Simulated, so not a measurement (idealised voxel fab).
The following process module bears the name voxel ribs on slabs.
Section cut is 285 nm wide and gridded with 5 nm square cells.
This document writes a cross-section as a grid whose cells are square, and gives it as bands, listed from the top down; one or more rows of cells form a band. Quick guide to a band line: top height, bottom height (nm) up front; then every material left to right with its width in nm. Only one material and it's marked "full width"? Then it fills the band edge to edge. And "air" just means empty space. Ref level 0: as-received wafer is one material below here. Bottom band extends down with no lower bound ("z 0 and below"). Think of "30 to 40" as a width that walks from the first number to the second as you go down the band, top row to bottom row, taking equal-sized steps from row to row. Given "no alterations made" for a step, no cell of the cross-section differs between before and after that step. "Cavities, sealed" lists enclosed empty spaces (at least 8 cells, no open path upward to the top), each as width x height at distance from the left edge, in nm. Anything after a step's settings on that line? It's the simulator's own note about the step. overlay nm: for a step with a mask, the amount by which the mask lay right of where it was planned; a negative amount means left of it.
List of planned process steps:
1: RECEIVE: material Si
2: DIRECTIONAL_DEP: material SiO2, thk nm 25
3: DIRECTIONAL_DEP: material SiN, thk nm 15
4: PATTERN: tone cover, mask id RIB, material resist, width nm 30, thk nm 15, overlay nm 0
5: DIRECTIONAL_ETCH: etch materials SiN, depth nm 10
6: STRIP: etch materials resist
7: MASKED_ETCH: tone cover, mask id SLAB, width nm 70, etch materials SiN, depth nm 5, overlay nm 0
8: FILL_DEP: material SiO2, thk nm 25
9: CMP: height nm 60
10: DIRECTIONAL_DEP: material TiN, thk nm 10
11: DIRECTIONAL_DEP: material aC, thk nm 10
12: PATTERN: tone cover, mask id HEATER, material resist, width nm 40, thk nm 30, overlay nm 0
13: DIRECTIONAL_ETCH: etch materials aC, depth nm 10
14: STRIP: etch materials resist
15: DIRECTIONAL_ETCH: etch materials TiN, depth nm 10
16: STRIP: etch materials aC
17: CONFORMAL_DEP: material SiN, thk nm 5
The following pertains to the first of two wafers, which was processed as planned:
Delivered wafer in cross-section: state after step 1:
    z 0 and below | Si full width
    Cavities, sealed: none
You're looking at a cross-section of the wafer after step 2:
    z 25 to 0 | SiO2 full width
    Lower than 0, everything is as it was.
You're looking at a cross-section of the wafer after step 3:
    z 40 to 25 | SiN full width
    Lower than 25, everything is as it was.
You're looking at a cross-section of the wafer after step 4:
    z 55 to 40 | air 125 nm, resist 30 nm, air 130 nm
    Lower than 40, everything is as it was.
You're looking at a cross-section of the wafer after step 5:
    z 55 to 40 | air 125 nm, resist 30 nm, air 130 nm
    z 40 to 30 | air 125 nm, SiN 30 nm, air 130 nm
    Lower than 30, everything is as it was.
You're looking at a cross-section of the wafer after step 6:
    z 40 to 30 | air 125 nm, SiN 30 nm, air 130 nm
    Lower than 30, everything is as it was.
You're looking at a cross-section of the wafer after step 7:
    z 40 to 30 | air 125 nm, SiN 30 nm, air 130 nm
    z 30 to 25 | air 105 nm, SiN 70 nm, air 110 nm
    Lower than 25, everything is as it was.
You're looking at a cross-section of the wafer after step 8:
    z 65 to 40 | SiO2 full width
    z 40 to 30 | SiO2 125 nm, SiN 30 nm, SiO2 130 nm
    z 30 to 25 | SiO2 105 nm, SiN 70 nm, SiO2 110 nm
    Lower than 25, everything is as it was.
You're looking at a cross-section of the wafer after step 9:
    z 60 to 40 | SiO2 full width
    Lower than 40, everything is as it was.
You're looking at a cross-section of the wafer after step 10:
    z 70 to 60 | TiN full width
    Lower than 60, everything is as it was.
You're looking at a cross-section of the wafer after step 11:
    z 80 to 70 | aC full width
    Lower than 70, everything is as it was.
You're looking at a cross-section of the wafer after step 12:
    z 110 to 80 | air 120 nm, resist 40 nm, air 125 nm
    Lower than 80, everything is as it was.
You're looking at a cross-section of the wafer after step 13:
    z 100 to 80 | air 120 nm, resist 40 nm, air 125 nm
    z 80 to 70 | air 120 nm, aC 40 nm, air 125 nm
    Lower than 70, everything is as it was.
You're looking at a cross-section of the wafer after step 14:
    z 80 to 70 | air 120 nm, aC 40 nm, air 125 nm
    Lower than 70, everything is as it was.
You're looking at a cross-section of the wafer after step 15:
    z 80 to 70 | air 120 nm, aC 40 nm, air 125 nm
    z 70 to 60 | air 120 nm, TiN 40 nm, air 125 nm
    Lower than 60, everything is as it was.
You're looking at a cross-section of the wafer after step 16:
    z 70 to 60 | air 120 nm, TiN 40 nm, air 125 nm
    Lower than 60, everything is as it was.
You're looking at a cross-section of the wafer after step 17:
    z 75 to 70 | air 115 nm, SiN 50 nm, air 120 nm
    z 70 to 65 | air 115 nm, SiN 5 nm, TiN 40 nm, SiN 5 nm, air 120 nm
    z 65 to 60 | SiN 120 nm, TiN 40 nm, SiN 125 nm
    Lower than 60, everything is as it was.
Second wafer, same starting state and plan as the first, one mistake in the run, identical through step 6:
Second wafer, cross-section, planned end of step 7:
    z 40 to 30 | air 125 nm, SiN 30 nm, air 130 nm
    z 30 to 25 | air 100 nm, SiN 70 nm, air 115 nm
    Lower than 25, everything is as it was.
Second wafer, cross-section, planned end of step 8:
    z 65 to 40 | SiO2 full width
    z 40 to 30 | SiO2 125 nm, SiN 30 nm, SiO2 130 nm
    z 30 to 25 | SiO2 100 nm, SiN 70 nm, SiO2 115 nm
    Lower than 25, everything is as it was.
Second wafer, cross-section, planned end of step 9:
    z 60 to 40 | SiO2 full width
    Lower than 40, everything is as it was.
Second wafer, cross-section, planned end of step 10:
    z 70 to 60 | TiN full width
    Lower than 60, everything is as it was.
Second wafer, cross-section, planned end of step 11:
    z 80 to 70 | aC full width
    Lower than 70, everything is as it was.
Second wafer, cross-section, planned end of step 12:
    z 110 to 80 | air 120 nm, resist 40 nm, air 125 nm
    Lower than 80, everything is as it was.
Second wafer, cross-section, planned end of step 13:
    z 100 to 80 | air 120 nm, resist 40 nm, air 125 nm
    z 80 to 70 | air 120 nm, aC 40 nm, air 125 nm
    Lower than 70, everything is as it was.
Second wafer, cross-section, planned end of step 14:
    z 80 to 70 | air 120 nm, aC 40 nm, air 125 nm
    Lower than 70, everything is as it was.
Second wafer, cross-section, planned end of step 15:
    z 80 to 70 | air 120 nm, aC 40 nm, air 125 nm
    z 70 to 60 | air 120 nm, TiN 40 nm, air 125 nm
    Lower than 60, everything is as it was.
Second wafer, cross-section, planned end of step 16:
    z 70 to 60 | air 120 nm, TiN 40 nm, air 125 nm
    Lower than 60, everything is as it was.
Second wafer, cross-section, planned end of step 17:
    z 75 to 70 | air 115 nm, SiN 50 nm, air 120 nm
    z 70 to 65 | air 115 nm, SiN 5 nm, TiN 40 nm, SiN 5 nm, air 120 nm
    z 65 to 60 | SiN 120 nm, TiN 40 nm, SiN 125 nm
    Lower than 60, everything is as it was.
What was the processing mistake? note that step 7 departed from the planned setting and was carried out as MASKED_ETCH: tone cover, mask id SLAB, width nm 70, etch materials SiN, depth nm 5, overlay nm -5
Both wafers, final: cells per material equal; arrangement not.
